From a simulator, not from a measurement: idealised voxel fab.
process module | voxel tone inversion
cross-section cut | 260 nm wide | cells 5 nm
A cross-section is a grid of square cells, given in bands from the top down. A band is one or more rows of cells.
Each band's line starts with the height of the band's top and of its bottom, in nm. Then come its materials from left to right, each with its width in nm. One material with "throughout" fills the band from edge to edge. "air" is empty space.
Height 0 is the level under which the wafer as received is all one material. The lowest band goes on downwards, as in "0 down".
A width such as "30 to 40" changes by the same amount from each row of cells to the next, from the band's top row to its bottom row.
"no change" after a step means that no cell of the cross-section changed.
closed voids: empty space of 8 cells or more with no open way to the top, each as width x height at its distance from the left edge, in nm
after a step's settings: what the simulator itself notes on the step
overlay nm, on a step with a mask: how far to the right of its planned place the mask lay; to the left if negative
plan
1 op RECEIVE | material Si
2 op CONFORMAL_DEP | material SiCN | thk nm 5
3 op DIRECTIONAL_DEP | material aC | thk nm 25
4 op PATTERN | tone cover | mask id POSTS | material resist | width nm 15 | pitch nm 45 | thk nm 30 | overlay nm 0
5 op DIRECTIONAL_ETCH | etch materials aC | depth nm 25
6 op STRIP | etch materials resist
7 op FILL_DEP | material SiO2 | thk nm 10
8 op CMP | height nm 30
9 op STRIP | etch materials aC
10 op CONFORMAL_DEP | material TiN | thk nm 5
11 op FILL_DEP | material Ru | thk nm 10
12 op CMP | height nm 30
13 op CONFORMAL_DEP | material SiCN | thk nm 5
as received, after step 1
  0 down: Si throughout
  closed voids: none
a wafer at the end: this start, this plan, one mistake
  35 to 30: SiCN throughout
  30 to 10: SiO2 75 | TiN 5 | Ru 5 | TiN 5 | SiO2 30 | TiN 5 | Ru 5 | TiN 5 | SiO2 30 | TiN 5 | Ru 5 | TiN 5 | SiO2 80
  10 to 5: SiO2 75 | TiN 15 | SiO2 30 | TiN 15 | SiO2 30 | TiN 15 | SiO2 80
  5 to 0: Ru throughout
  0 down: Si throughout
  closed voids: none
what went wrong: step 2 ran as: op CONFORMAL_DEP | material Ru | thk nm 5
